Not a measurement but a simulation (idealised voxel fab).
Module name: voxel capacitor over wiring (process module)
FYI the section here is cut, 175 nm wide, cells are 5 nm squares.
A cross-section is written here as square cells arranged in a grid, and it is given in bands from the top down, each band taking up one or more rows of cells.
Read a band's entry like this: the first values are the height of its top and the height of its bottom in nm, and what follows is the sequence of materials from left to right, each with its width in nm. Note that "air" is empty space, and that a single material marked "all across" reaches across the band from edge to edge.
Counting heights begins at 0, where everything beneath is, in the wafer as received, one material. The lowest band has no bottom; it goes on downwards, as "top 0, no bottom" shows.
Think of "30..40" as a width that walks from the first number to the second as you go down the band, top row to bottom row, taking equal-sized steps from row to row.
No cell of the cross-section changed in a step that is given as "nothing altered".
You'll see "Sealed internal cavities" listing empty spaces that have no way open to the top, as long as they're 8 cells or more; the notation is width x height at distance, where the distance is from the left edge, and all of it is in nm.
Heads up: the bit after the settings on a step's line is the simulator's remark on that step.
"overlay nm", when on a step's line for a step with a mask, measures how far to the right of its planned place the mask lay; a negative measure means to the left.
**Steps planned for the process**
1) op RECEIVE | material Si
2) op CONFORMAL_DEP | material SiO2 | thk nm 10
3) op DIRECTIONAL_DEP | material TiN | thk nm 5
4) op DIRECTIONAL_DEP | material W | thk nm 20
5) op DIRECTIONAL_DEP | material aC | thk nm 10
6) op PATTERN | tone cover | mask id METAL_1 | material resist | width nm 30 | pitch nm 80 | thk nm 25 | overlay nm 0
7) op DIRECTIONAL_ETCH | etch materials aC | depth nm 10
8) op STRIP | etch materials resist
9) op DIRECTIONAL_ETCH | etch materials W | depth nm 20
10) op DIRECTIONAL_ETCH | etch materials TiN | depth nm 5
11) op STRIP | etch materials aC
12) op CONFORMAL_DEP | material SiCN | thk nm 5
13) op FILL_DEP | material lowk | thk nm 10
14) op CMP | height nm 35
15) op CONFORMAL_DEP | material SiCN | thk nm 5
16) op DIRECTIONAL_DEP | material lowk | thk nm 10
17) op PATTERN | tone open | mask id PLUG_1 | material resist | width nm 15 | thk nm 15 | overlay nm 0
18) op DIRECTIONAL_ETCH | etch materials lowk | depth nm 10
19) op DIRECTIONAL_ETCH | etch materials SiCN | depth nm 5
20) op STRIP | etch materials resist
21) op EPI | material Ru | thk nm 10
22) op EPI | material Ru | thk nm 5
23) op DIRECTIONAL_DEP | material TiN | thk nm 10
24) op DIRECTIONAL_DEP | material SiN | thk nm 5
25) op DIRECTIONAL_DEP | material TiN | thk nm 10
26) op PATTERN | tone cover | mask id UPPER_PLATE | material resist | width nm 55 | thk nm 15 | overlay nm 0
27) op DIRECTIONAL_ETCH | etch materials TiN | depth nm 10
28) op DIRECTIONAL_ETCH | etch materials SiN | depth nm 5
29) op STRIP | etch materials resist
30) op MASKED_ETCH | tone cover | mask id LOWER_PLATE | width nm 65 | etch materials TiN | depth nm 10 | overlay nm 0
31) op FILL_DEP | material SiO2 | thk nm 20
32) op CMP | height nm 90
33) op PATTERN | tone open | mask id PLUG_2 | material resist | width nm 15 | thk nm 15 | overlay nm 0
34) op DIRECTIONAL_ETCH | etch materials SiO2 | depth nm 15
35) op STRIP | etch materials resist
36) op CONFORMAL_DEP | material TiN | thk nm 5
37) op FILL_DEP | material Ru | thk nm 10
38) op CMP | height nm 90
39) op CONFORMAL_DEP | material SiCN | thk nm 5
**Wafer cross-section on receipt, i.e. after step 1**
	top 0, no bottom = Si all across
	Sealed internal cavities: none
**The first of two wafers, cross-sectioned at the end of the module, with the run proceeding as planned**
	top 95, bottom 90 = SiCN all across
	top 90, bottom 80 = SiO2=55; TiN=5; Ru=5; TiN=5; SiO2=105
	top 80, bottom 75 = SiO2=55; TiN=15; SiO2=105
	top 75, bottom 65 = SiO2=45; TiN=55; SiO2=75
	top 65, bottom 60 = SiO2=45; SiN=55; SiO2=75
	top 60, bottom 50 = SiO2=40; TiN=65; SiO2=70
	top 50, bottom 40 = lowk=45; Ru=15; lowk=115
	top 40, bottom 35 = SiCN=45; Ru=15; SiCN=115
	top 35, bottom 15 = lowk=25; SiCN=5; W=30; SiCN=5; lowk=40; SiCN=5; W=30; SiCN=5; lowk=30
	top 15, bottom 10 = SiCN=30; TiN=30; SiCN=50; TiN=30; SiCN=35
	top 10, bottom 0 = SiO2 all across
	top 0, no bottom = Si all across
	Sealed internal cavities: none
**Module end: cross-section of wafer two of two. Same start and process plan as the first wafer. One mistake during execution**
	top 95, bottom 90 = SiCN all across
	top 90, bottom 80 = SiO2=55; TiN=5; Ru=5; TiN=5; SiO2=105
	top 80, bottom 75 = SiO2=55; TiN=15; SiO2=105
	top 75, bottom 65 = SiO2=45; TiN=55; SiO2=75
	top 65, bottom 60 = SiO2=45; SiN=55; SiO2=75
	top 60, bottom 50 = SiO2=40; TiN=65; SiO2=70
	top 50, bottom 40 = lowk=45; Ru=15; lowk=115
	top 40, bottom 35 = SiCN=45; Ru=15; SiCN=115
	top 35, bottom 30 = SiCN=30; TiN=30; SiCN=50; TiN=30; SiCN=35
	top 30, bottom 10 = W all across
	top 10, bottom 0 = SiO2 all across
	top 0, no bottom = Si all across
	Sealed internal cavities: none
Diagnosis: the executed order of steps 3 and 4 is the reverse of that specified in the plan, each step having taken the other's position
Materials where the second wafer ends with more or fewer cells than the first: 16 fewer of SiCN; 92 more of W; 76 fewer of lowk
